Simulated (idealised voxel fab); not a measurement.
Process module, titled voxel lift off
The cross-section on display is named cut; it measures 250 nm wide, and its cells are 5 nm squares.
Heads up, the way a cross-section reads in here is a grid of square cells, handed over as bands from the top down, with every band being one or more rows of cells.
This entry defines a band. It first specifies the height of the band's top and the height of its bottom in nm, and then specifies the band's materials from left to right, stating each material with its width in nm. The word "all across" identifies a single material that fills the band from edge to edge, while the word "empty" identifies empty space.
For the purposes of this specification, 0 denotes the height below which the wafer in its as-received condition is composed wholly of one material, and the lowermost band, lacking a lower limit, extends downward without end, as expressed in "0 down".
The expression "30 to 40" gives the width at the extremes of the band, the first number at its top row of cells and the second at its bottom row, with the width changing by equal amounts from each row to the next in between.
A step reported as "nothing altered" is a step in which no cell of the cross-section changed.
Entry "Unvented cavities" = empty spaces >= 8 cells with no open way to the top; each as width x height at distance, distance from left edge, all nm.
The remark found on a step's line after its settings is issued by the simulator itself and pertains to that step.
A step's line can hold "overlay nm"; with a mask on that step, the setting says how far right of the planned place the mask lay, while a negative setting says it lay to the left.
**Intended process steps**
| 1 | RECEIVE with material Si |
| 2 | CONFORMAL_DEP with material SiO2, thk nm 5 |
| 3 | PATTERN with tone open, mask id LINES, material resist, width nm 30, pitch nm 55, thk nm 30, overlay nm 0 |
| 4 | DIRECTIONAL_DEP with material Ru, thk nm 15 |
| 5 | STRIP with etch materials resist |
| 6 | CONFORMAL_DEP with material SiO2, thk nm 10 |
Wafers differ in thk nm at step 2; plan lists the first wafer's value; identical starting state.
**The first of several wafers in cross-section, exactly as it reached us after step 1**
* 0 down  Si all across
* Unvented cavities: none
**Take a look at the first of several wafers in cross-section: the module is done, and step 6 was its last step**
* 30 to 20  70 of empty, then 50 of SiO2, then 5 of empty, then 50 of SiO2, then 75 of empty
* 20 to 15  70 of empty, then 10 of SiO2, then 30 of Ru, then 10 of SiO2, then 5 of empty, then 10 of SiO2, then 30 of Ru, then 10 of SiO2, then 75 of empty
* 15 to 5  80 of SiO2, then 30 of Ru, then 25 of SiO2, then 30 of Ru, then 85 of SiO2
* 5 to 0  SiO2 all across
* 0 down  Si all across
* Unvented cavities: none
**Here we cross-sectioned the last of the wafers once the module was done**
* 55 to 45  70 of empty, then 50 of SiO2, then 5 of empty, then 50 of SiO2, then 75 of empty
* 45 to 40  70 of empty, then 10 of SiO2, then 30 of Ru, then 10 of SiO2, then 5 of empty, then 10 of SiO2, then 30 of Ru, then 10 of SiO2, then 75 of empty
* 40 to 30  80 of SiO2, then 30 of Ru, then 25 of SiO2, then 30 of Ru, then 85 of SiO2
* 30 to 0  SiO2 all across
* 0 down  Si all across
* Unvented cavities: none
**The rows of the table below are wafers. Looking at the end of the module, a row counts, for every material, the cells the wafer has gained, shown as (+), or lost, shown as (-), since it was received; its closed voids come next**
thk nm 5, +36 Ru, +174 SiO2, Unvented cavities: none
thk nm 10, +36 Ru, +224 SiO2, Unvented cavities: none
thk nm 15, +36 Ru, +274 SiO2, Unvented cavities: none
thk nm 20, +36 Ru, +324 SiO2, Unvented cavities: none
thk nm 25, +36 Ru, +374 SiO2, Unvented cavities: none
thk nm 30, +36 Ru, +424 SiO2, Unvented cavities: none
